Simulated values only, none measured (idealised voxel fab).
This section sets out a process module, namely voxel released beams.
Pictured: cross-section cut, 160 nm wide, on a grid of 5 nm square cells.
Cross-section layout: square cells on a grid; listed as bands, top to bottom; a band spans one or more cell rows. Top height, bottom height, nm. Materials left to right, width each, nm. Single material + "edge to edge" = fills band edge to edge. "empty" = empty. Heights are measured from 0, the level below which the as-received wafer is all one material; the lowest band has no bottom and continues downward, written as in "0 nm and below". The notation "30 to 40" denotes a width that varies across the rows of cells in the band, beginning at the first number in the top row, finishing at the second number in the bottom row, and changing by an identical amount from each row to the next. "no alteration", as given for a step, is the statement that not any cell of the cross-section underwent a change during that step. Voids not open to the top, 8 cells minimum: see "Catalogued sealed voids". Written width x height at distance; distance is from the left edge; nm. On a step's line, text after the settings is the simulator commenting on that step. Steps that use a mask can have "overlay nm" on their line. It says how far the mask sat to the right of where it was meant to be. Negative means to the left. From here on the document is pairs. In a pair, the cross-section before one process step comes with the cross-section after it, and the latter goes no deeper than the lowest band that changed. What lies in between, the step and its settings, is written under the pair. A pair may be from a different run of this module on the same starting wafer than the pair above it, so it continues from that pair only where its entry headed "Snapshot before" says so.

Snapshot before
  0 nm and below: Si edge to edge
  Catalogued sealed voids: none

As Processed
  5 nm to 0 nm: Al2O3 edge to edge
  Unchanged below 0.
  Catalogued sealed voids: none
Between before and after as drawn above: CONFORMAL_DEP | material Al2O3 | thk nm 5

Snapshot before: taken from the pair above, after panel.

As Processed
  15 nm to 5 nm: SiO2 edge to edge
  Unchanged below 5.
  Catalogued sealed voids: none
Between before and after as drawn above: DIRECTIONAL_DEP | material SiO2 | thk nm 10

Snapshot before: taken from the pair above, after panel.

As Processed
  30 nm to 15 nm: aC edge to edge
  Unchanged below 15.
  Catalogued sealed voids: none
Between before and after as drawn above: DIRECTIONAL_DEP | material aC | thk nm 15

Snapshot before: taken from the pair above, after panel.

As Processed
  60 nm to 30 nm: resist=40; empty=25; resist=95
  Unchanged below 30.
  Catalogued sealed voids: none
Between before and after as drawn above: PATTERN | tone open | mask id ANCHOR | material resist | width nm 25 | thk nm 30 | overlay nm 0

Snapshot before: taken from the pair above, after panel.

As Processed
  45 nm to 30 nm: resist=40; empty=25; resist=95
  30 nm to 15 nm: aC=40; empty=25; aC=95
  Unchanged below 15.
  Catalogued sealed voids: none
Between before and after as drawn above: DIRECTIONAL_ETCH | etch materials aC | depth nm 15

Snapshot before: taken from the pair above, after panel.

As Processed
  30 nm to 15 nm: aC=40; empty=25; aC=95
  Unchanged below 15.
  Catalogued sealed voids: none
Between before and after as drawn above: STRIP | etch materials resist

Snapshot before: taken from the pair above, after panel.

As Processed
  30 nm to 15 nm: aC=40; empty=25; aC=95
  15 nm to 5 nm: SiO2=40; empty=25; SiO2=95
  Unchanged below 5.
  Catalogued sealed voids: none
Between before and after as drawn above: DIRECTIONAL_ETCH | etch materials SiO2 | depth nm 10

Snapshot before: taken from the pair above, after panel.

As Processed
  15 nm to 5 nm: SiO2=40; empty=25; SiO2=95
  Unchanged below 5.
  Catalogued sealed voids: none
Between before and after as drawn above: STRIP | etch materials aC

Snapshot before: taken from the pair above, after panel.

As Processed
  25 nm to 15 nm: polySi=50; empty=5; polySi=105
  15 nm to 5 nm: SiO2=40; polySi=25; SiO2=95
  Unchanged below 5.
  Catalogued sealed voids: none
Between before and after as drawn above: CONFORMAL_DEP | material polySi | thk nm 10

Snapshot before: taken from the pair above, after panel.

As Processed
  35 nm to 25 nm: aC=50; empty=5; aC=105
  25 nm to 15 nm: polySi=50; aC=5; polySi=105
  Unchanged below 15.
  Catalogued sealed voids: none
Between before and after as drawn above: DIRECTIONAL_DEP | material aC | thk nm 10

Snapshot before: taken from the pair above, after panel.

As Processed
  60 nm to 35 nm: empty=35; resist=85; empty=40
  35 nm to 25 nm: aC=50; resist=5; aC=105
  Unchanged below 25.
  Catalogued sealed voids: none
Between before and after as drawn above: PATTERN | tone cover | mask id BEAM | material resist | width nm 85 | thk nm 25 | overlay nm 0

Snapshot before: taken from the pair above, after panel.

As Processed
  50 nm to 35 nm: empty=35; resist=85; empty=40
  35 nm to 25 nm: empty=35; aC=15; resist=5; aC=65; empty=40
  Unchanged below 25.
  Catalogued sealed voids: none
Between before and after as drawn above: DIRECTIONAL_ETCH | etch materials aC | depth nm 10

Snapshot before: taken from the pair above, after panel.

As Processed
  35 nm to 25 nm: empty=35; aC=15; empty=5; aC=65; empty=40
  Unchanged below 25.
  Catalogued sealed voids: none
Between before and after as drawn above: STRIP | etch materials resist

Snapshot before: taken from the pair above, after panel.

As Processed
  35 nm to 25 nm: empty=35; aC=15; empty=5; aC=65; empty=40
  25 nm to 15 nm: empty=35; polySi=15; aC=5; polySi=65; empty=40
  Unchanged below 15.
  Catalogued sealed voids: none
Between before and after as drawn above: DIRECTIONAL_ETCH | etch materials polySi | depth nm 10

Snapshot before: taken from the pair above, after panel.

As Processed
  25 nm to 15 nm: empty=35; polySi=15; empty=5; polySi=65; empty=40
  Unchanged below 15.
  Catalogued sealed voids: none
Between before and after as drawn above: STRIP | etch materials aC

Snapshot before: taken from the pair above, after panel.

As Processed
  25 nm to 15 nm: empty=35; polySi=15; empty=5; polySi=65; empty=40
  15 nm to 5 nm: empty=40; polySi=25; empty=95
  Unchanged below 5.
  Catalogued sealed voids: none
Between before and after as drawn above: STRIP | etch materials SiO2

Snapshot before
  0 nm and below: Si edge to edge
  Catalogued sealed voids: none

As Processed
  10 nm to 0 nm: SiO2 edge to edge
  Unchanged below 0.
  Catalogued sealed voids: none
Between before and after as drawn above: DIRECTIONAL_DEP | material SiO2 | thk nm 10

Snapshot before: taken from the pair above, after panel.

As Processed
  25 nm to 10 nm: aC edge to edge
  Unchanged below 10.
  Catalogued sealed voids: none
Between before and after as drawn above: DIRECTIONAL_DEP | material aC | thk nm 15

Snapshot before: taken from the pair above, after panel.

As Processed
  55 nm to 25 nm: resist=40; empty=25; resist=95
  Unchanged below 25.
  Catalogued sealed voids: none
Between before and after as drawn above: PATTERN | tone open | mask id ANCHOR | material resist | width nm 25 | thk nm 30 | overlay nm 0

Snapshot before: taken from the pair above, after panel.

As Processed
  40 nm to 25 nm: resist=40; empty=25; resist=95
  25 nm to 10 nm: aC=40; empty=25; aC=95
  Unchanged below 10.
  Catalogued sealed voids: none
Between before and after as drawn above: DIRECTIONAL_ETCH | etch materials aC | depth nm 15

Snapshot before: taken from the pair above, after panel.

As Processed
  25 nm to 10 nm: aC=40; empty=25; aC=95
  Unchanged below 10.
  Catalogued sealed voids: none
Between before and after as drawn above: STRIP | etch materials resist

Snapshot before: taken from the pair above, after panel.

As Processed
  25 nm to 10 nm: aC=40; empty=25; aC=95
  10 nm to 0 nm: SiO2=40; empty=25; SiO2=95
  Unchanged below 0.
  Catalogued sealed voids: none
Between before and after as drawn above: DIRECTIONAL_ETCH | etch materials SiO2 | depth nm 10

Snapshot before: taken from the pair above, after panel.

As Processed
  10 nm to 0 nm: SiO2=40; empty=25; SiO2=95
  Unchanged below 0.
  Catalogued sealed voids: none
Between before and after as drawn above: STRIP | etch materials aC

Snapshot before: taken from the pair above, after panel.

As Processed
  20 nm to 10 nm: polySi=50; empty=5; polySi=105
  10 nm to 0 nm: SiO2=40; polySi=25; SiO2=95
  Unchanged below 0.
  Catalogued sealed voids: none
Between before and after as drawn above: CONFORMAL_DEP | material polySi | thk nm 10

Snapshot before: taken from the pair above, after panel.

As Processed
  30 nm to 20 nm: aC=50; empty=5; aC=105
  20 nm to 10 nm: polySi=50; aC=5; polySi=105
  Unchanged below 10.
  Catalogued sealed voids: none
Between before and after as drawn above: DIRECTIONAL_DEP | material aC | thk nm 10

Snapshot before: taken from the pair above, after panel.

As Processed
  55 nm to 30 nm: empty=35; resist=85; empty=40
  30 nm to 20 nm: aC=50; resist=5; aC=105
  Unchanged below 20.
  Catalogued sealed voids: none
Between before and after as drawn above: PATTERN | tone cover | mask id BEAM | material resist | width nm 85 | thk nm 25 | overlay nm 0

Snapshot before: taken from the pair above, after panel.

As Processed
  45 nm to 30 nm: empty=35; resist=85; empty=40
  30 nm to 20 nm: empty=35; aC=15; resist=5; aC=65; empty=40
  Unchanged below 20.
  Catalogued sealed voids: none
Between before and after as drawn above: DIRECTIONAL_ETCH | etch materials aC | depth nm 10

Snapshot before: taken from the pair above, after panel.

As Processed
  30 nm to 20 nm: empty=35; aC=15; empty=5; aC=65; empty=40
  Unchanged below 20.
  Catalogued sealed voids: none
Between before and after as drawn above: STRIP | etch materials resist

Snapshot before: taken from the pair above, after panel.

As Processed
  30 nm to 20 nm: empty=35; aC=15; empty=5; aC=65; empty=40
  20 nm to 10 nm: empty=35; polySi=15; aC=5; polySi=65; empty=40
  Unchanged below 10.
  Catalogued sealed voids: none
Between before and after as drawn above: DIRECTIONAL_ETCH | etch materials polySi | depth nm 10

Snapshot before: taken from the pair above, after panel.

As Processed
  20 nm to 10 nm: empty=35; polySi=15; empty=5; polySi=65; empty=40
  Unchanged below 10.
  Catalogued sealed voids: none
Between before and after as drawn above: STRIP | etch materials aC

Snapshot before: taken from the pair above, after panel.

As Processed
  20 nm to 10 nm: empty=35; polySi=15; empty=5; polySi=65; empty=40
  10 nm to 0 nm: empty=40; polySi=25; empty=95
  Unchanged below 0.
  Catalogued sealed voids: none
Between before and after as drawn above: STRIP | etch materials SiO2

Snapshot before
  45 nm to 30 nm: resist=40; empty=25; resist=95
  30 nm to 15 nm: aC=40; empty=25; aC=95
  15 nm to 5 nm: SiO2 edge to edge
  5 nm to 0 nm: Al2O3 edge to edge
  0 nm and below: Si edge to edge
  Catalogued sealed voids: none

As Processed
  30 nm to 15 nm: aC=40; empty=25; aC=95
  Unchanged below 15.
  Catalogued sealed voids: none
Between before and after as drawn above: DIRECTIONAL_ETCH | etch materials aC | depth nm 15

Snapshot before
  10 nm to 0 nm: SiO2 edge to edge
  0 nm and below: Si edge to edge
  Catalogued sealed voids: none

As Processed
  15 nm to 10 nm: Al2O3 edge to edge
  Unchanged below 10.
  Catalogued sealed voids: none
Between before and after as drawn above: CONFORMAL_DEP | material Al2O3 | thk nm 5

Snapshot before: taken from the pair above, after panel.

As Processed
  30 nm to 15 nm: aC edge to edge
  Unchanged below 15.
  Catalogued sealed voids: none
Between before and after as drawn above: DIRECTIONAL_DEP | material aC | thk nm 15

Snapshot before: taken from the pair above, after panel.

As Processed
  60 nm to 30 nm: resist=40; empty=25; resist=95
  Unchanged below 30.
  Catalogued sealed voids: none
Between before and after as drawn above: PATTERN | tone open | mask id ANCHOR | material resist | width nm 25 | thk nm 30 | overlay nm 0

Snapshot before: taken from the pair above, after panel.

As Processed
  45 nm to 30 nm: resist=40; empty=25; resist=95
  30 nm to 15 nm: aC=40; empty=25; aC=95
  Unchanged below 15.
  Catalogued sealed voids: none
Between before and after as drawn above: DIRECTIONAL_ETCH | etch materials aC | depth nm 15

Snapshot before: taken from the pair above, after panel.

As Processed
  30 nm to 15 nm: aC=40; empty=25; aC=95
  Unchanged below 15.
  Catalogued sealed voids: none
Between before and after as drawn above: STRIP | etch materials resist

Snapshot before: taken from the pair above, after panel.

As Processed
  15 nm to 10 nm: Al2O3 edge to edge
  Unchanged below 10.
  Catalogued sealed voids: none
Between before and after as drawn above: STRIP | etch materials aC

Snapshot before: taken from the pair above, after panel.

As Processed
  25 nm to 15 nm: polySi edge to edge
  Unchanged below 15.
  Catalogued sealed voids: none
Between before and after as drawn above: CONFORMAL_DEP | material polySi | thk nm 10

Snapshot before: taken from the pair above, after panel.

As Processed
  35 nm to 25 nm: aC edge to edge
  Unchanged below 25.
  Catalogued sealed voids: none
Between before and after as drawn above: DIRECTIONAL_DEP | material aC | thk nm 10

Snapshot before: taken from the pair above, after panel.

As Processed
  60 nm to 35 nm: empty=35; resist=85; empty=40
  Unchanged below 35.
  Catalogued sealed voids: none
Between before and after as drawn above: PATTERN | tone cover | mask id BEAM | material resist | width nm 85 | thk nm 25 | overlay nm 0

Snapshot before: taken from the pair above, after panel.

As Processed
  50 nm to 35 nm: empty=35; resist=85; empty=40
  35 nm to 25 nm: empty=35; aC=85; empty=40
  Unchanged below 25.
  Catalogued sealed voids: none
Between before and after as drawn above: DIRECTIONAL_ETCH | etch materials aC | depth nm 10

Snapshot before: taken from the pair above, after panel.

As Processed
  35 nm to 25 nm: empty=35; aC=85; empty=40
  Unchanged below 25.
  Catalogued sealed voids: none
Between before and after as drawn above: STRIP | etch materials resist

Snapshot before: taken from the pair above, after panel.

As Processed
  35 nm to 25 nm: empty=35; aC=85; empty=40
  25 nm to 15 nm: empty=35; polySi=85; empty=40
  Unchanged below 15.
  Catalogued sealed voids: none
Between before and after as drawn above: DIRECTIONAL_ETCH | etch materials polySi | depth nm 10

Snapshot before: taken from the pair above, after panel.

As Processed
  25 nm to 15 nm: empty=35; polySi=85; empty=40
  Unchanged below 15.
  Catalogued sealed voids: none
Between before and after as drawn above: STRIP | etch materials aC

Snapshot before
  0 nm and below: Si edge to edge
  Catalogued sealed voids: none

As Processed
  15 nm to 0 nm: Al2O3 edge to edge
  Unchanged below 0.
  Catalogued sealed voids: none
Between before and after as drawn above: CONFORMAL_DEP | material Al2O3 | thk nm 15

Snapshot before: taken from the pair above, after panel.

As Processed
  25 nm to 15 nm: SiO2 edge to edge
  Unchanged below 15.
  Catalogued sealed voids: none
Between before and after as drawn above: DIRECTIONAL_DEP | material SiO2 | thk nm 10

Snapshot before: taken from the pair above, after panel.

As Processed
  40 nm to 25 nm: aC edge to edge
  Unchanged below 25.
  Catalogued sealed voids: none
Between before and after as drawn above: DIRECTIONAL_DEP | material aC | thk nm 15

Snapshot before: taken from the pair above, after panel.

As Processed
  70 nm to 40 nm: resist=40; empty=25; resist=95
  Unchanged below 40.
  Catalogued sealed voids: none
Between before and after as drawn above: PATTERN | tone open | mask id ANCHOR | material resist | width nm 25 | thk nm 30 | overlay nm 0

Snapshot before: taken from the pair above, after panel.

As Processed
  55 nm to 40 nm: resist=40; empty=25; resist=95
  40 nm to 25 nm: aC=40; empty=25; aC=95
  Unchanged below 25.
  Catalogued sealed voids: none
Between before and after as drawn above: DIRECTIONAL_ETCH | etch materials aC | depth nm 15

Snapshot before: taken from the pair above, after panel.

As Processed
  40 nm to 25 nm: aC=40; empty=25; aC=95
  Unchanged below 25.
  Catalogued sealed voids: none
Between before and after as drawn above: STRIP | etch materials resist

Snapshot before: taken from the pair above, after panel.

As Processed
  40 nm to 25 nm: aC=40; empty=25; aC=95
  25 nm to 15 nm: SiO2=40; empty=25; SiO2=95
  Unchanged below 15.
  Catalogued sealed voids: none
Between before and after as drawn above: DIRECTIONAL_ETCH | etch materials SiO2 | depth nm 10

Snapshot before: taken from the pair above, after panel.

As Processed
  25 nm to 15 nm: SiO2=40; empty=25; SiO2=95
  Unchanged below 15.
  Catalogued sealed voids: none
Between before and after as drawn above: STRIP | etch materials aC

Snapshot before: taken from the pair above, after panel.

As Processed
  35 nm to 25 nm: polySi=50; empty=5; polySi=105
  25 nm to 15 nm: SiO2=40; polySi=25; SiO2=95
  Unchanged below 15.
  Catalogued sealed voids: none
Between before and after as drawn above: CONFORMAL_DEP | material polySi | thk nm 10

Snapshot before: taken from the pair above, after panel.

As Processed
  45 nm to 35 nm: aC=50; empty=5; aC=105
  35 nm to 25 nm: polySi=50; aC=5; polySi=105
  Unchanged below 25.
  Catalogued sealed voids: none
Between before and after as drawn above: DIRECTIONAL_DEP | material aC | thk nm 10

Snapshot before: taken from the pair above, after panel.

As Processed
  70 nm to 45 nm: empty=35; resist=85; empty=40
  45 nm to 35 nm: aC=50; resist=5; aC=105
  Unchanged below 35.
  Catalogued sealed voids: none
Between before and after as drawn above: PATTERN | tone cover | mask id BEAM | material resist | width nm 85 | thk nm 25 | overlay nm 0

Snapshot before: taken from the pair above, after panel.

As Processed
  60 nm to 45 nm: empty=35; resist=85; empty=40
  45 nm to 35 nm: empty=35; aC=15; resist=5; aC=65; empty=40
  Unchanged below 35.
  Catalogued sealed voids: none
Between before and after as drawn above: DIRECTIONAL_ETCH | etch materials aC | depth nm 10

Snapshot before: taken from the pair above, after panel.

As Processed
  45 nm to 35 nm: empty=35; aC=15; empty=5; aC=65; empty=40
  Unchanged below 35.
  Catalogued sealed voids: none
Between before and after as drawn above: STRIP | etch materials resist

Snapshot before: taken from the pair above, after panel.

As Processed
  45 nm to 35 nm: empty=35; aC=15; empty=5; aC=65; empty=40
  35 nm to 25 nm: empty=35; polySi=15; aC=5; polySi=65; empty=40
  Unchanged below 25.
  Catalogued sealed voids: none
Between before and after as drawn above: DIRECTIONAL_ETCH | etch materials polySi | depth nm 10

Snapshot before: taken from the pair above, after panel.

As Processed
  35 nm to 25 nm: empty=35; polySi=15; empty=5; polySi=65; empty=40
  Unchanged below 25.
  Catalogued sealed voids: none
Between before and after as drawn above: STRIP | etch materials aC

Snapshot before: taken from the pair above, after panel.

As Processed
  35 nm to 25 nm: empty=35; polySi=15; empty=5; polySi=65; empty=40
  25 nm to 15 nm: empty=40; polySi=25; empty=95
  Unchanged below 15.
  Catalogued sealed voids: none
Between before and after as drawn above: STRIP | etch materials SiO2

Snapshot before
  35 nm to 25 nm: aC=50; empty=5; aC=105
  25 nm to 15 nm: polySi=50; aC=5; polySi=105
  15 nm to 5 nm: SiO2=40; polySi=25; SiO2=95
  5 nm to 0 nm: Al2O3 edge to edge
  0 nm and below: Si edge to edge
  Catalogued sealed voids: none

As Processed
  60 nm to 35 nm: empty=30; resist=95; empty=35
  35 nm to 25 nm: aC=50; resist=5; aC=105
  Unchanged below 25.
  Catalogued sealed voids: none
Between before and after as drawn above: PATTERN | tone cover | mask id BEAM | material resist | width nm 95 | thk nm 25 | overlay nm 0

Snapshot before: taken from the pair above, after panel.

As Processed
  50 nm to 35 nm: empty=30; resist=95; empty=35
  35 nm to 25 nm: empty=30; aC=20; resist=5; aC=70; empty=35
  Unchanged below 25.
  Catalogued sealed voids: none
Between before and after as drawn above: DIRECTIONAL_ETCH | etch materials aC | depth nm 10

Snapshot before: taken from the pair above, after panel.

As Processed
  35 nm to 25 nm: empty=30; aC=20; empty=5; aC=70; empty=35
  Unchanged below 25.
  Catalogued sealed voids: none
Between before and after as drawn above: STRIP | etch materials resist

Snapshot before: taken from the pair above, after panel.

As Processed
  35 nm to 25 nm: empty=30; aC=20; empty=5; aC=70; empty=35
  25 nm to 15 nm: empty=30; polySi=20; aC=5; polySi=70; empty=35
  Unchanged below 15.
  Catalogued sealed voids: none
Between before and after as drawn above: DIRECTIONAL_ETCH | etch materials polySi | depth nm 10

Snapshot before: taken from the pair above, after panel.

As Processed
  25 nm to 15 nm: empty=30; polySi=20; empty=5; polySi=70; empty=35
  Unchanged below 15.
  Catalogued sealed voids: none
Between before and after as drawn above: STRIP | etch materials aC

Snapshot before: taken from the pair above, after panel.

As Processed
  25 nm to 15 nm: empty=30; polySi=20; empty=5; polySi=70; empty=35
  15 nm to 5 nm: empty=40; polySi=25; empty=95
  Unchanged below 5.
  Catalogued sealed voids: none
Between before and after as drawn above: STRIP | etch materials SiO2

Snapshot before
  30 nm to 15 nm: aC edge to edge
  15 nm to 5 nm: SiO2 edge to edge
  5 nm to 0 nm: Al2O3 edge to edge
  0 nm and below: Si edge to edge
  Catalogued sealed voids: none

As Processed
  60 nm to 30 nm: resist=30; empty=25; resist=105
  Unchanged below 30.
  Catalogued sealed voids: none
Between before and after as drawn above: PATTERN | tone open | mask id ANCHOR | material resist | width nm 25 | thk nm 30 | overlay nm -10

Snapshot before: taken from the pair above, after panel.

As Processed
  45 nm to 30 nm: resist=30; empty=25; resist=105
  30 nm to 15 nm: aC=30; empty=25; aC=105
  Unchanged below 15.
  Catalogued sealed voids: none
Between before and after as drawn above: DIRECTIONAL_ETCH | etch materials aC | depth nm 15

Snapshot before: taken from the pair above, after panel.

As Processed
  30 nm to 15 nm: aC=30; empty=25; aC=105
  Unchanged below 15.
  Catalogued sealed voids: none
Between before and after as drawn above: STRIP | etch materials resist

Snapshot before: taken from the pair above, after panel.

As Processed
  30 nm to 15 nm: aC=30; empty=25; aC=105
  15 nm to 5 nm: SiO2=30; empty=25; SiO2=105
  Unchanged below 5.
  Catalogued sealed voids: none
Between before and after as drawn above: DIRECTIONAL_ETCH | etch materials SiO2 | depth nm 10

Snapshot before: taken from the pair above, after panel.

As Processed
  15 nm to 5 nm: SiO2=30; empty=25; SiO2=105
  Unchanged below 5.
  Catalogued sealed voids: none
Between before and after as drawn above: STRIP | etch materials aC

Snapshot before: taken from the pair above, after panel.

As Processed
  25 nm to 15 nm: polySi=40; empty=5; polySi=115
  15 nm to 5 nm: SiO2=30; polySi=25; SiO2=105
  Unchanged below 5.
  Catalogued sealed voids: none
Between before and after as drawn above: CONFORMAL_DEP | material polySi | thk nm 10

Snapshot before: taken from the pair above, after panel.

As Processed
  35 nm to 25 nm: aC=40; empty=5; aC=115
  25 nm to 15 nm: polySi=40; aC=5; polySi=115
  Unchanged below 15.
  Catalogued sealed voids: none
Between before and after as drawn above: DIRECTIONAL_DEP | material aC | thk nm 10

Snapshot before: taken from the pair above, after panel.

As Processed
  60 nm to 35 nm: empty=35; resist=85; empty=40
  35 nm to 25 nm: aC=40; resist=5; aC=115
  Unchanged below 25.
  Catalogued sealed voids: none
Between before and after as drawn above: PATTERN | tone cover | mask id BEAM | material resist | width nm 85 | thk nm 25 | overlay nm 0

Snapshot before: taken from the pair above, after panel.

As Processed
  50 nm to 35 nm: empty=35; resist=85; empty=40
  35 nm to 25 nm: empty=35; aC=5; resist=5; aC=75; empty=40
  Unchanged below 25.
  Catalogued sealed voids: none
Between before and after as drawn above: DIRECTIONAL_ETCH | etch materials aC | depth nm 10

Snapshot before: taken from the pair above, after panel.

As Processed
  35 nm to 25 nm: empty=35; aC=5; empty=5; aC=75; empty=40
  Unchanged below 25.
  Catalogued sealed voids: none
Between before and after as drawn above: STRIP | etch materials resist

Snapshot before: taken from the pair above, after panel.

As Processed
  35 nm to 25 nm: empty=35; aC=5; empty=5; aC=75; empty=40
  25 nm to 15 nm: empty=35; polySi=5; aC=5; polySi=75; empty=40
  Unchanged below 15.
  Catalogued sealed voids: none
Between before and after as drawn above: DIRECTIONAL_ETCH | etch materials polySi | depth nm 10

Snapshot before: taken from the pair above, after panel.

As Processed
  25 nm to 15 nm: empty=35; polySi=5; empty=5; polySi=75; empty=40
  Unchanged below 15.
  Catalogued sealed voids: none
Between before and after as drawn above: STRIP | etch materials aC

Snapshot before: taken from the pair above, after panel.

As Processed
  25 nm to 15 nm: empty=35; polySi=5; empty=5; polySi=75; empty=40
  15 nm to 5 nm: empty=30; polySi=25; empty=105
  Unchanged below 5.
  Catalogued sealed voids: none
Between before and after as drawn above: STRIP | etch materials SiO2

Snapshot before
  15 nm to 5 nm: SiO2 edge to edge
  5 nm to 0 nm: Al2O3 edge to edge
  0 nm and below: Si edge to edge
  Catalogued sealed voids: none

As Processed
  30 nm to 15 nm: polySi edge to edge
  Unchanged below 15.
  Catalogued sealed voids: none
Between before and after as drawn above: DIRECTIONAL_DEP | material polySi | thk nm 15

Snapshot before: taken from the pair above, after panel.

As Processed
  60 nm to 30 nm: resist=40; empty=25; resist=95
  Unchanged below 30.
  Catalogued sealed voids: none
Between before and after as drawn above: PATTERN | tone open | mask id ANCHOR | material resist | width nm 25 | thk nm 30 | overlay nm 0

Snapshot before: taken from the pair above, after panel.

As Processed
  45 nm to 30 nm: resist=40; empty=25; resist=95
  Unchanged below 30.
  Catalogued sealed voids: none
Between before and after as drawn above: DIRECTIONAL_ETCH | etch materials aC | depth nm 15

Snapshot before: taken from the pair above, after panel.

As Processed
  30 nm to 15 nm: polySi edge to edge
  Unchanged below 15.
  Catalogued sealed voids: none
Between before and after as drawn above: STRIP | etch materials resist

Snapshot before: taken from the pair above, after panel.

As Processed
  40 nm to 15 nm: polySi edge to edge
  Unchanged below 15.
  Catalogued sealed voids: none
Between before and after as drawn above: CONFORMAL_DEP | material polySi | thk nm 10

Snapshot before: taken from the pair above, after panel.

As Processed
  50 nm to 40 nm: aC edge to edge
  Unchanged below 40.
  Catalogued sealed voids: none
Between before and after as drawn above: DIRECTIONAL_DEP | material aC | thk nm 10

Snapshot before: taken from the pair above, after panel.

As Processed
  75 nm to 50 nm: empty=35; resist=85; empty=40
  Unchanged below 50.
  Catalogued sealed voids: none
Between before and after as drawn above: PATTERN | tone cover | mask id BEAM | material resist | width nm 85 | thk nm 25 | overlay nm 0

Snapshot before: taken from the pair above, after panel.

As Processed
  65 nm to 50 nm: empty=35; resist=85; empty=40
  50 nm to 40 nm: empty=35; aC=85; empty=40
  Unchanged below 40.
  Catalogued sealed voids: none
Between before and after as drawn above: DIRECTIONAL_ETCH | etch materials aC | depth nm 10

Snapshot before: taken from the pair above, after panel.

As Processed
  50 nm to 40 nm: empty=35; aC=85; empty=40
  Unchanged below 40.
  Catalogued sealed voids: none
Between before and after as drawn above: STRIP | etch materials resist

Snapshot before: taken from the pair above, after panel.

As Processed
  50 nm to 40 nm: empty=35; aC=85; empty=40
  40 nm to 30 nm: empty=35; polySi=85; empty=40
  Unchanged below 30.
  Catalogued sealed voids: none
Between before and after as drawn above: DIRECTIONAL_ETCH | etch materials polySi | depth nm 10

Snapshot before: taken from the pair above, after panel.

As Processed
  40 nm to 30 nm: empty=35; polySi=85; empty=40
  Unchanged below 30.
  Catalogued sealed voids: none
Between before and after as drawn above: STRIP | etch materials aC

Snapshot before
  30 nm to 15 nm: aC edge to edge
  15 nm to 5 nm: SiO2 edge to edge
  5 nm to 0 nm: Al2O3 edge to edge
  0 nm and below: Si edge to edge
  Catalogued sealed voids: none

As Processed
  60 nm to 30 nm: empty=40; resist=25; empty=95
  Unchanged below 30.
  Catalogued sealed voids: none
Between before and after as drawn above: PATTERN | tone cover | mask id ANCHOR | material resist | width nm 25 | thk nm 30 | overlay nm 0

Snapshot before: taken from the pair above, after panel.

As Processed
  45 nm to 30 nm: empty=40; resist=25; empty=95
  30 nm to 15 nm: empty=40; aC=25; empty=95
  Unchanged below 15.
  Catalogued sealed voids: none
Between before and after as drawn above: DIRECTIONAL_ETCH | etch materials aC | depth nm 15

Snapshot before: taken from the pair above, after panel.

As Processed
  30 nm to 15 nm: empty=40; aC=25; empty=95
  Unchanged below 15.
  Catalogued sealed voids: none
Between before and after as drawn above: STRIP | etch materials resist

Snapshot before: taken from the pair above, after panel.

As Processed
  30 nm to 15 nm: empty=40; aC=25; empty=95
  15 nm to 5 nm: empty=40; SiO2=25; empty=95
  Unchanged below 5.
  Catalogued sealed voids: none
Between before and after as drawn above: DIRECTIONAL_ETCH | etch materials SiO2 | depth nm 10

Snapshot before: taken from the pair above, after panel.

As Processed
  15 nm to 5 nm: empty=40; SiO2=25; empty=95
  Unchanged below 5.
  Catalogued sealed voids: none
Between before and after as drawn above: STRIP | etch materials aC

Snapshot before: taken from the pair above, after panel.

As Processed
  25 nm to 15 nm: empty=30; polySi=45; empty=85
  15 nm to 5 nm: polySi=40; SiO2=25; polySi=95
  Unchanged below 5.
  Catalogued sealed voids: none
Between before and after as drawn above: CONFORMAL_DEP | material polySi | thk nm 10

Snapshot before: taken from the pair above, after panel.

As Processed
  35 nm to 25 nm: empty=30; aC=45; empty=85
  25 nm to 15 nm: aC=30; polySi=45; aC=85
  Unchanged below 15.
  Catalogued sealed voids: none
Between before and after as drawn above: DIRECTIONAL_DEP | material aC | thk nm 10

Snapshot before: taken from the pair above, after panel.

As Processed
  60 nm to 35 nm: empty=35; resist=85; empty=40
  35 nm to 25 nm: empty=30; aC=45; resist=45; empty=40
  Unchanged below 25.
  Catalogued sealed voids: none
Between before and after as drawn above: PATTERN | tone cover | mask id BEAM | material resist | width nm 85 | thk nm 25 | overlay nm 0

Snapshot before: taken from the pair above, after panel.

As Processed
  50 nm to 35 nm: empty=35; resist=85; empty=40
  35 nm to 25 nm: empty=35; aC=40; resist=45; empty=40
  25 nm to 15 nm: empty=30; polySi=45; aC=45; empty=40
  Unchanged below 15.
  Catalogued sealed voids: none
Between before and after as drawn above: DIRECTIONAL_ETCH | etch materials aC | depth nm 10

Snapshot before: taken from the pair above, after panel.

As Processed
  35 nm to 25 nm: empty=35; aC=40; empty=85
  Unchanged below 25.
  Catalogued sealed voids: none
Between before and after as drawn above: STRIP | etch materials resist

Snapshot before: taken from the pair above, after panel.

As Processed
  35 nm to 25 nm: empty=35; aC=40; empty=85
  25 nm to 15 nm: empty=35; polySi=40; aC=45; empty=40
  15 nm to 5 nm: empty=30; polySi=10; SiO2=25; polySi=55; empty=40
  Unchanged below 5.
  Catalogued sealed voids: none
Between before and after as drawn above: DIRECTIONAL_ETCH | etch materials polySi | depth nm 10

Snapshot before: taken from the pair above, after panel.

As Processed
  25 nm to 15 nm: empty=35; polySi=40; empty=85
  Unchanged below 15.
  Catalogued sealed voids: none
Between before and after as drawn above: STRIP | etch materials aC
